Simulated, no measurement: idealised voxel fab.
process module | voxel spacer lines
cross-section cut | 265 nm wide | cells 5 nm
A cross-section is a grid of square cells, given in bands from the top down. A band is one or more rows of cells.
Each band's line starts with the height of the band's top and of its bottom, in nm. Then come its materials from left to right, each with its width in nm. One material with "throughout" fills the band from edge to edge. "air" is empty space.
Height 0 is the level under which the wafer as received is all one material. The lowest band goes on downwards, as in "0 down".
A width such as "30 to 40" changes by the same amount from each row of cells to the next, from the band's top row to its bottom row.
"no change" after a step means that no cell of the cross-section changed.
closed voids: empty space of 8 cells or more with no open way to the top, each as width x height at its distance from the left edge, in nm
after a step's settings: what the simulator itself notes on the step
overlay nm, on a step with a mask: how far to the right of its planned place the mask lay; to the left if negative
plan
1 op RECEIVE | material Si
2 op CONFORMAL_DEP | material Al2O3 | thk nm 10
3 op DIRECTIONAL_DEP | material TiN | thk nm 10
4 op DIRECTIONAL_DEP | material aC | thk nm 25
5 op PATTERN | tone cover | mask id MANDREL | material resist | width nm 20 | pitch nm 70 | thk nm 35 | overlay nm 0
6 op DIRECTIONAL_ETCH | etch materials aC | depth nm 25
7 op STRIP | etch materials resist
8 op CONFORMAL_DEP | material SiO2 | thk nm 15
9 op DIRECTIONAL_ETCH | etch materials SiO2 | depth nm 15
10 op STRIP | etch materials aC
11 op DIRECTIONAL_ETCH | etch materials TiN | depth nm 10
12 op STRIP | etch materials SiO2
as received, after step 1
  0 down: Si throughout
  closed voids: none
a wafer at the end: this start, this plan, one mistake
  20 to 10: air 50 | TiN 20 | air 50 | TiN 20 | air 50 | TiN 20 | air 55
  10 to 0: Al2O3 throughout
  0 down: Si throughout
  closed voids: none
what went wrong: step 5 ran as: op PATTERN | tone open | mask id MANDREL | material resist | width nm 20 | pitch nm 70 | thk nm 35 | overlay nm 0
